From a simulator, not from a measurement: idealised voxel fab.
process module | voxel wiring stack
cross-section cut | 280 nm wide | cells 5 nm
A cross-section is a grid of square cells, given in bands from the top down. A band is one or more rows of cells.
Each band's line starts with the height of the band's top and of its bottom, in nm. Then come its materials from left to right, each with its width in nm. One material with "throughout" fills the band from edge to edge. "air" is empty space.
Height 0 is the level under which the wafer as received is all one material. The lowest band goes on downwards, as in "0 down".
A width such as "30 to 40" changes by the same amount from each row of cells to the next, from the band's top row to its bottom row.
"no change" after a step means that no cell of the cross-section changed.
closed voids: empty space of 8 cells or more with no open way to the top, each as width x height at its distance from the left edge, in nm
after a step's settings: what the simulator itself notes on the step
overlay nm, on a step with a mask: how far to the right of its planned place the mask lay; to the left if negative
plan
1 op RECEIVE | material Si
2 op CONFORMAL_DEP | material SiO2 | thk nm 10
3 op CONFORMAL_DEP | material SiN | thk nm 5
4 op DIRECTIONAL_DEP | material lowk | thk nm 25
5 op PATTERN | tone open | mask id METAL_1 | material resist | width nm 25 | pitch nm 40 | thk nm 20 | overlay nm 0
6 op DIRECTIONAL_ETCH | etch materials lowk | depth nm 25
7 op DIRECTIONAL_ETCH | etch materials SiN | depth nm 5
8 op STRIP | etch materials resist
9 op CONFORMAL_DEP | material TiN | thk nm 5
10 op FILL_DEP | material W | thk nm 5
11 op CMP | height nm 40
12 op CONFORMAL_DEP | material SiCN | thk nm 5
13 op DIRECTIONAL_DEP | material SiO2 | thk nm 30
14 op PATTERN | tone open | mask id METAL_2_HOLES | material resist | width nm 15 | pitch nm 40 | thk nm 20 | overlay nm 0
15 op DIRECTIONAL_ETCH | etch materials SiO2 | depth nm 30
16 op STRIP | etch materials resist
17 op DIRECTIONAL_DEP | material aC | thk nm 15
18 op PATTERN | tone open | mask id METAL_2 | material resist | width nm 25 | pitch nm 40 | thk nm 30 | overlay nm 0
19 op DIRECTIONAL_ETCH | etch materials aC | depth nm 15
20 op STRIP | etch materials resist
21 op DIRECTIONAL_ETCH | etch materials SiO2 | depth nm 15
22 op DIRECTIONAL_ETCH | etch materials SiCN | depth nm 5
23 op STRIP | etch materials aC
24 op CONFORMAL_DEP | material TiN | thk nm 5
25 op FILL_DEP | material Cu | thk nm 10
26 op CMP | height nm 75
27 op CONFORMAL_DEP | material SiCN | thk nm 5
28 op DIRECTIONAL_DEP | material lowk | thk nm 25
29 op PATTERN | tone open | mask id METAL_3_HOLES | material resist | width nm 15 | pitch nm 40 | thk nm 20 | overlay nm 0
30 op DIRECTIONAL_ETCH | etch materials lowk | depth nm 25
31 op STRIP | etch materials resist
32 op DIRECTIONAL_DEP | material aC | thk nm 10
33 op PATTERN | tone open | mask id METAL_3 | material resist | width nm 25 | pitch nm 40 | thk nm 30 | overlay nm 0
34 op DIRECTIONAL_ETCH | etch materials aC | depth nm 10
35 op STRIP | etch materials resist
36 op DIRECTIONAL_ETCH | etch materials lowk | depth nm 15
37 op DIRECTIONAL_ETCH | etch materials SiCN | depth nm 5
38 op STRIP | etch materials aC
39 op CONFORMAL_DEP | material TiN | thk nm 5
40 op FILL_DEP | material Cu | thk nm 10
41 op CMP | height nm 95
42 op CONFORMAL_DEP | material SiCN | thk nm 5
varied across the wafers: height nm of step 41. The plan shows the first wafer's value. All wafers start alike
first wafer as received, after step 1
  0 down: Si throughout
  closed voids: none
each wafer at the end: cells of each material gained (+) or lost (-) since it was received, then its closed voids
height nm 95 | +52 Cu | +144 SiCN | +36 SiN | +352 SiO2 | +172 TiN | +60 W | +304 lowk | closed voids: none
height nm 100 | +64 Cu | +144 SiCN | +36 SiN | +352 SiO2 | +180 TiN | +60 W | +340 lowk | closed voids: none
height nm 105 | +76 Cu | +144 SiCN | +36 SiN | +352 SiO2 | +188 TiN | +60 W | +376 lowk | closed voids: none
height nm 110 | +88 Cu | +144 SiCN | +36 SiN | +352 SiO2 | +232 TiN | +60 W | +376 lowk | closed voids: none
height nm 115 | +144 Cu | +144 SiCN | +36 SiN | +352 SiO2 | +232 TiN | +60 W | +376 lowk | closed voids: none
height nm 120 | +200 Cu | +144 SiCN | +36 SiN | +352 SiO2 | +232 TiN | +60 W | +376 lowk | closed voids: none
